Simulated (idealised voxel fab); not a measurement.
Proc. module: voxel quadruple lines
Pictured: cross-section cut, 230 nm wide, on a grid of 5 nm square cells.
Cross-section format: a grid of square cells, given as bands from top to bottom; each band is one or more rows of cells. Read a band's entry like this: the first values are the height of its top and the height of its bottom in nm, and what follows is the sequence of materials from left to right, each with its width in nm. Note that "empty" is empty space, and that a single material marked "all across" reaches across the band from edge to edge. It should be noted that heights are counted from 0, beneath which the wafer as supplied is of one material throughout, and that the lowest band possesses no lower boundary but continues downward, as written in "z 0 and below". Per-row width for "30->40": begins at first number (top row of band), ends at second number (bottom row), increment between rows held constant. What does "nothing changed" mean for a step? It means no cell of the cross-section changed in that step. In the "Tabulated closed voids" entry, you get each enclosed empty space of 8 cells or more, one with no open way to the top, written width x height at distance, distance from the left edge, in nm. after a step's settings: what the simulator itself notes on the step. For masked steps, "overlay nm" on the step line gives how far right of plan the mask actually lay; a minus sign means it lay to the left.
Below is the list of planned process steps:
| 1 | RECEIVE: material Si |
| 2 | CONFORMAL_DEP: material SiO2, thk nm 5 |
| 3 | DIRECTIONAL_DEP: material TiN, thk nm 10 |
| 4 | DIRECTIONAL_DEP: material polySi, thk nm 15 |
| 5 | DIRECTIONAL_DEP: material aC, thk nm 20 |
| 6 | PATTERN: tone cover, mask id MANDREL, material resist, width nm 25, thk nm 25, overlay nm 0 |
| 7 | DIRECTIONAL_ETCH: etch materials aC, depth nm 20 |
| 8 | STRIP: etch materials resist |
| 9 | CONFORMAL_DEP: material SiO2, thk nm 15 |
| 10 | DIRECTIONAL_ETCH: etch materials SiO2, depth nm 15 |
| 11 | STRIP: etch materials aC |
| 12 | DIRECTIONAL_ETCH: etch materials polySi, depth nm 15 |
| 13 | STRIP: etch materials SiO2 |
| 14 | CONFORMAL_DEP: material SiCN, thk nm 5 |
| 15 | DIRECTIONAL_ETCH: etch materials SiCN, depth nm 5 |
| 16 | STRIP: etch materials polySi |
| 17 | DIRECTIONAL_ETCH: etch materials TiN, depth nm 10 |
| 18 | STRIP: etch materials SiCN |
| 19 | FILL_DEP: material SiO2, thk nm 5 |
| 20 | CMP: height nm 15 |
Incoming wafer, cross-sectional view, post step 1:
z 0 and below | Si all across
Tabulated closed voids: none
One mistake in running the module, otherwise start and plan as above: cross-section at the end:
z 15 to 10 | SiO2 all across
z 10 to 0 | 80 SiO2 | 5 TiN | 15 SiO2 | 5 TiN | 15 SiO2 | 5 TiN | 15 SiO2 | 5 TiN | 85 SiO2
z 0 and below | Si all across
Tabulated closed voids: none
The mistake made against the process plan was this: the plan's step 2 went unexecuted, having been skipped
